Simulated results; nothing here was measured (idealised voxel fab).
Documented hereafter: the process module known as voxel self aligned vias.
Square cells of 5 nm make up the cross-section cut, whose width is 160 nm.
Format of a cross-section: grid, square cells. Given as bands. Order: top down. Band: one or more rows of cells.
Within each band entry, the heights of the top and of the bottom of the band appear first, in that order and in nm; the materials of the band then follow from left to right, each with its corresponding width in nm. The designation "all across" on a single material indicates that it fills the band from edge to edge; the designation "blank" indicates empty space.
Where do heights start? At 0: under that level the wafer as delivered is made of one material only. And the lowest band has no floor; it just carries on downward, as in "0 down".
Top row gets the first number, bottom row gets the second, and each row in between changes by the same step: that is how a band width like "30->40" works.
It should be understood that the words "no change occurred", when stated for a given step, signify that the cross-section underwent no change in any of its cells during that step.
Voids not open to the top, 8 cells minimum: see "Cavities, closed". Written width x height at distance; distance is from the left edge; nm.
Whatever follows a step's settings on its line is a remark the simulator itself makes about that step.
overlay nm, on a step with a mask: how far to the right of its planned place the mask lay; to the left if negative

Steps in the process plan:
- 1: RECEIVE | material Si
- 2: CONFORMAL_DEP | material SiO2 | thk nm 10
- 3: CONFORMAL_DEP | material SiCN | thk nm 5
- 4: DIRECTIONAL_DEP | material SiO2 | thk nm 25
- 5: PATTERN | tone open | mask id LINES | material resist | width nm 30 | pitch nm 70 | thk nm 20 | overlay nm 0
- 6: DIRECTIONAL_ETCH | etch materials SiO2 | depth nm 25
- 7: STRIP | etch materials resist
- 8: CONFORMAL_DEP | material TiN | thk nm 5
- 9: FILL_DEP | material W | thk nm 10
- 10: CMP | height nm 40
- 11: SELECTIVE_ETCH | etch materials W Ru TiN | depth nm 10
- 12: FILL_DEP | material SiN | thk nm 5
- 13: CMP | height nm 40
- 14: DIRECTIONAL_DEP | material SiO2 | thk nm 15
- 15: DIRECTIONAL_DEP | material aC | thk nm 10
- 16: PATTERN | tone open | mask id VIAS | material resist | width nm 40 | thk nm 30 | overlay nm 0
- 17: DIRECTIONAL_ETCH | etch materials aC | depth nm 10
- 18: STRIP | etch materials resist
- 19: DIRECTIONAL_ETCH | etch materials SiO2 | depth nm 15
- 20: DIRECTIONAL_ETCH | etch materials SiN | depth nm 10
- 21: STRIP | etch materials aC
- 22: CONFORMAL_DEP | material TiN | thk nm 5
- 23: FILL_DEP | material Cu | thk nm 10
- 24: CMP | height nm 55
- 25: CONFORMAL_DEP | material SiCN | thk nm 5

Wafer as received: cross-section following step 1:
> 0 down = Si all across
> Cavities, closed: none

Here's the wafer cut in cross-section after the module, started and planned just like above, except one thing was done wrong in the run:
> 75 to 70 = SiCN all across
> 70 to 60 = Cu all across
> 60 to 55 = 30 nm TiN  30 nm Cu  100 nm TiN
> 55 to 45 = 25 nm SiO2  5 nm TiN  30 nm Cu  5 nm TiN  95 nm SiO2
> 45 to 40 = 25 nm SiO2  10 nm TiN  20 nm Cu  10 nm TiN  95 nm SiO2
> 40 to 35 = 30 nm SiO2  5 nm TiN  20 nm Cu  5 nm TiN  40 nm SiO2  30 nm SiN  30 nm SiO2
> 35 to 30 = 30 nm SiO2  30 nm TiN  40 nm SiO2  30 nm SiN  30 nm SiO2
> 30 to 20 = 30 nm SiO2  5 nm TiN  20 nm W  5 nm TiN  40 nm SiO2  5 nm TiN  20 nm W  5 nm TiN  30 nm SiO2
> 20 to 15 = 30 nm SiO2  30 nm TiN  40 nm SiO2  30 nm TiN  30 nm SiO2
> 15 to 10 = SiCN all across
> 10 to 0 = SiO2 all across
> 0 down = Si all across
> Cavities, closed: none
Finding, execution versus plan: plan step 24 never ran because it was skipped
